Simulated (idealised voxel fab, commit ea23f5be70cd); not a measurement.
Process module in this document: voxel released beams
Section shown: cut. Width: 265 nm. Cell size: 5 nm, square.
Heads up, the way a cross-section reads in here is a grid of square cells, handed over as bands from the top down, with every band being one or more rows of cells.
Top height, bottom height, nm. Materials left to right, width each, nm. Single material + "edge to edge" = fills band edge to edge. "air" = empty.
Zero point of the height axis is 0; under it, received wafer = one material. Lowest band: continues down indefinitely, "0 nm and below".
Top row gets the first number, bottom row gets the second, and each row in between changes by the same step: that is how a band width like "30 to 40" works.
"remained the same", as given for a step, is the statement that not any cell of the cross-section underwent a change during that step.
If an empty space has no open way to the top and is at least 8 cells in size, "Unvented voids" lists it, written width x height at distance, where distance is measured from the left edge and every value is in nm.
It should be noted that, on the line of a given step, the content following the step's settings is a remark produced by the simulator itself with respect to that step.
When a step includes a mask, the "overlay nm" setting on its line states how far to the right of its planned place that mask lay, and negative values state how far to the left.

This section lists the process steps that were planned:
- 1: RECEIVE (material Si)
- 2: CONFORMAL_DEP (material SiN; thk nm 5)
- 3: DIRECTIONAL_DEP (material SiO2; thk nm 20)
- 4: DIRECTIONAL_DEP (material aC; thk nm 10)
- 5: PATTERN (tone open; mask id ANCHOR; material resist; width nm 25; thk nm 25; overlay nm 0)
- 6: DIRECTIONAL_ETCH (etch materials aC; depth nm 10)
- 7: STRIP (etch materials resist)
- 8: DIRECTIONAL_ETCH (etch materials SiO2; depth nm 20)
- 9: STRIP (etch materials aC)
- 10: CONFORMAL_DEP (material W; thk nm 10)
- 11: MASKED_ETCH (tone cover; mask id BEAM; width nm 95; etch materials W; depth nm 10; overlay nm 0)
- 12: STRIP (etch materials SiO2)

The first of two wafers, run as planned:

Cross-section of the wafer upon arrival, representing the state reached after step 1:
    0 nm and below: Si edge to edge
    Unvented voids: none

Cross-section of the wafer after step 2:
    5 nm to 0 nm: SiN edge to edge
    Under 0: no change, same as before.

Cross-section of the wafer after step 3:
    25 nm to 5 nm: SiO2 edge to edge
    Under 5: no change, same as before.

Cross-section of the wafer after step 4:
    35 nm to 25 nm: aC edge to edge
    Under 25: no change, same as before.

Cross-section of the wafer after step 5:
    60 nm to 35 nm: resist 85 nm, air 25 nm, resist 155 nm
    Under 35: no change, same as before.

Cross-section of the wafer after step 6:
    50 nm to 35 nm: resist 85 nm, air 25 nm, resist 155 nm
    35 nm to 25 nm: aC 85 nm, air 25 nm, aC 155 nm
    Under 25: no change, same as before.

Cross-section of the wafer after step 7:
    35 nm to 25 nm: aC 85 nm, air 25 nm, aC 155 nm
    Under 25: no change, same as before.

Cross-section of the wafer after step 8:
    35 nm to 25 nm: aC 85 nm, air 25 nm, aC 155 nm
    25 nm to 5 nm: SiO2 85 nm, air 25 nm, SiO2 155 nm
    Under 5: no change, same as before.

Cross-section of the wafer after step 9:
    25 nm to 5 nm: SiO2 85 nm, air 25 nm, SiO2 155 nm
    Under 5: no change, same as before.

Cross-section of the wafer after step 10:
    35 nm to 25 nm: W 95 nm, air 5 nm, W 165 nm
    25 nm to 15 nm: SiO2 85 nm, W 10 nm, air 5 nm, W 10 nm, SiO2 155 nm
    15 nm to 5 nm: SiO2 85 nm, W 25 nm, SiO2 155 nm
    Under 5: no change, same as before.

Cross-section of the wafer after step 11:
    35 nm to 25 nm: air 80 nm, W 15 nm, air 5 nm, W 75 nm, air 90 nm
    Under 25: no change, same as before.

Cross-section of the wafer after step 12:
    35 nm to 25 nm: air 80 nm, W 15 nm, air 5 nm, W 75 nm, air 90 nm
    25 nm to 15 nm: air 85 nm, W 10 nm, air 5 nm, W 10 nm, air 155 nm
    15 nm to 5 nm: air 85 nm, W 25 nm, air 155 nm
    Under 5: no change, same as before.

Second of two: same start, same plan, one run error; steps up to and including 1 match the first:

The second wafer cut through, at the time step 2 was supposed to be finished:
    20 nm to 0 nm: SiO2 edge to edge
    Under 0: no change, same as before.

The second wafer cut through, at the time step 3 was supposed to be finished:
    25 nm to 20 nm: SiN edge to edge
    Under 20: no change, same as before.

The second wafer cut through, at the time step 4 was supposed to be finished:
    35 nm to 25 nm: aC edge to edge
    Under 25: no change, same as before.

The second wafer cut through, at the time step 5 was supposed to be finished:
    60 nm to 35 nm: resist 85 nm, air 25 nm, resist 155 nm
    Under 35: no change, same as before.

The second wafer cut through, at the time step 6 was supposed to be finished:
    50 nm to 35 nm: resist 85 nm, air 25 nm, resist 155 nm
    35 nm to 25 nm: aC 85 nm, air 25 nm, aC 155 nm
    Under 25: no change, same as before.

The second wafer cut through, at the time step 7 was supposed to be finished:
    35 nm to 25 nm: aC 85 nm, air 25 nm, aC 155 nm
    Under 25: no change, same as before.

The second wafer cut through, at the time step 8 was supposed to be finished: remained the same

The second wafer cut through, at the time step 9 was supposed to be finished:
    25 nm to 20 nm: SiN edge to edge
    Under 20: no change, same as before.

The second wafer cut through, at the time step 10 was supposed to be finished:
    35 nm to 25 nm: W edge to edge
    Under 25: no change, same as before.

The second wafer cut through, at the time step 11 was supposed to be finished:
    35 nm to 25 nm: air 80 nm, W 95 nm, air 90 nm
    Under 25: no change, same as before.

The second wafer cut through, at the time step 12 was supposed to be finished: remained the same
what went wrong: steps 2 and 3 swapped
End of process, cell counts, second wafer against first, materials with more or fewer: SiO2 +212, W -16
